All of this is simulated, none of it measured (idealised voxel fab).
process module | voxel self aligned vias
cross-section cut | 295 nm wide | cells 5 nm
A cross-section is a grid of square cells, given in bands from the top down. A band is one or more rows of cells.
Each band's line starts with the height of the band's top and of its bottom, in nm. Then come its materials from left to right, each with its width in nm. One material with "throughout" fills the band from edge to edge. "air" is empty space.
Height 0 is the level under which the wafer as received is all one material. The lowest band goes on downwards, as in "0 down".
A width such as "30 to 40" changes by the same amount from each row of cells to the next, from the band's top row to its bottom row.
"no change" after a step means that no cell of the cross-section changed.
closed voids: empty space of 8 cells or more with no open way to the top, each as width x height at its distance from the left edge, in nm
after a step's settings: what the simulator itself notes on the step
overlay nm, on a step with a mask: how far to the right of its planned place the mask lay; to the left if negative
plan
1 op RECEIVE | material Si
2 op CONFORMAL_DEP | material SiO2 | thk nm 10
3 op CONFORMAL_DEP | material SiCN | thk nm 5
4 op DIRECTIONAL_DEP | material SiO2 | thk nm 20
5 op MASKED_ETCH | tone open | mask id LINES | width nm 25 | pitch nm 55 | etch materials SiO2 | depth nm 20 | overlay nm 0
6 op CONFORMAL_DEP | material TiN | thk nm 5
7 op FILL_DEP | material Ru | thk nm 5
8 op CMP | height nm 35
9 op SELECTIVE_ETCH | etch materials W Ru TiN | depth nm 5
10 op FILL_DEP | material SiN | thk nm 10
11 op CMP | height nm 35
12 op DIRECTIONAL_DEP | material SiO2 | thk nm 15
13 op DIRECTIONAL_DEP | material aC | thk nm 15
14 op PATTERN | tone open | mask id VIAS | material resist | width nm 35 | pitch nm 55 | thk nm 35 | overlay nm 0
15 op DIRECTIONAL_ETCH | etch materials aC | depth nm 15
16 op STRIP | etch materials resist
17 op DIRECTIONAL_ETCH | etch materials SiO2 | depth nm 15
18 op DIRECTIONAL_ETCH | etch materials SiN | depth nm 5
19 op STRIP | etch materials aC
20 op CONFORMAL_DEP | material TiN | thk nm 5
21 op FILL_DEP | material Ru | thk nm 10
22 op CMP | height nm 50
23 op CONFORMAL_DEP | material SiN | thk nm 5
as received, after step 1
  0 down: Si throughout
  closed voids: none
a wafer at the end: this start, this plan, one mistake
  55 to 50: SiN throughout
  50 to 40: SiO2 100 | TiN 5 | Ru 25 | TiN 5 | SiO2 20 | TiN 5 | Ru 25 | TiN 5 | SiO2 105
  40 to 35: SiO2 100 | TiN 5 | Ru 10 | TiN 20 | SiO2 20 | TiN 5 | Ru 10 | TiN 20 | SiO2 105
  35 to 30: SiO2 95 | SiN 5 | TiN 20 | SiO2 30 | SiN 5 | TiN 20 | SiO2 120
  30 to 20: SiO2 95 | TiN 5 | Ru 15 | TiN 5 | SiO2 30 | TiN 5 | Ru 15 | TiN 5 | SiO2 120
  20 to 15: SiO2 95 | TiN 25 | SiO2 30 | TiN 25 | SiO2 120
  15 to 10: SiCN throughout
  10 to 0: SiO2 throughout
  0 down: Si throughout
  closed voids: none
what went wrong: step 5 ran as: op MASKED_ETCH | tone open | mask id LINES | width nm 25 | pitch nm 55 | etch materials SiO2 | depth nm 20 | overlay nm -10
